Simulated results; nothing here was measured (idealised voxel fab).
The process module that follows is named voxel released beams.
FYI the section here is cut, 290 nm wide, cells are 5 nm squares.
Just so we're on the same page, the cross-sections are grids of square cells, and they're listed out in bands top to bottom, each band one or more rows deep.
Top height, bottom height, nm. Materials left to right, width each, nm. Single material + "all across" = fills band edge to edge. "empty" = empty.
Ref level 0: as-received wafer is one material below here. Bottom band extends down with no lower bound ("0..down").
It should be noted that a width expressed as "30 to 40" varies in equal increments from row to row of cells within the band, taking the value of the first number at the top row and that of the second number at the bottom row.
"nothing was modified", as given for a step, is the statement that not any cell of the cross-section underwent a change during that step.
Empty spaces counting at least 8 cells and having no open way to the top are listed in "Catalogued sealed voids". The notation width x height at distance is used for each, the distance being from the left edge and all three values in nm.
Heads up: the bit after the settings on a step's line is the simulator's remark on that step.
The optional step-line setting "overlay nm" applies to steps with a mask and quantifies how far to the right of its planned location the mask lay, a negative value indicating leftward placement.
THE STEPS PLANNED FOR THE PROCESS ARE AS FOLLOWS
1) op RECEIVE | material Si
2) op CONFORMAL_DEP | material Al2O3 | thk nm 5
3) op DIRECTIONAL_DEP | material SiO2 | thk nm 10
4) op PATTERN | tone open | mask id ANCHOR | material resist | width nm 35 | thk nm 20 | overlay nm 0
5) op DIRECTIONAL_ETCH | etch materials SiO2 | depth nm 10
6) op STRIP | etch materials resist
7) op CONFORMAL_DEP | material SiN | thk nm 10
8) op PATTERN | tone cover | mask id BEAM | material resist | width nm 90 | thk nm 20 | overlay nm 0
9) op DIRECTIONAL_ETCH | etch materials SiN | depth nm 10
10) op STRIP | etch materials resist
11) op STRIP | etch materials SiO2
HERE'S WHAT THE WAFER LOOKED LIKE IN CROSS-SECTION WHEN IT ARRIVED - THAT'S AFTER STEP 1
- 0..down  Si all across
- Catalogued sealed voids: none
WAFER CROSS-SECTION AT MODULE END: FIRST OF TWO, RUN TO PLAN
- 25..15  empty 95; SiN 15; empty 15; SiN 60; empty 105
- 15..5  empty 100; SiN 35; empty 155
- 5..0  Al2O3 all across
- 0..down  Si all across
- Catalogued sealed voids: none
CROSS-SECTIONAL IMAGE OF THE SECOND WAFER OF THE TWO FOLLOWING COMPLETION OF THE MODULE. STARTING STATE AND PROCESS PLAN WERE THE SAME AS FOR THE FIRST WAFER; ONE EXECUTION ERROR OCCURRED
- 25..15  empty 95; SiN 90; empty 105
- 15..10  Al2O3 all across
- 10..0  SiO2 all across
- 0..down  Si all across
- Catalogued sealed voids: none
Which mistake was made when the wafer was run? steps 2 and 3 got flipped, so each one ran where the other should have
The second wafer ends with more or fewer cells of some materials than the first, per final count: -8 SiN, +116 SiO2
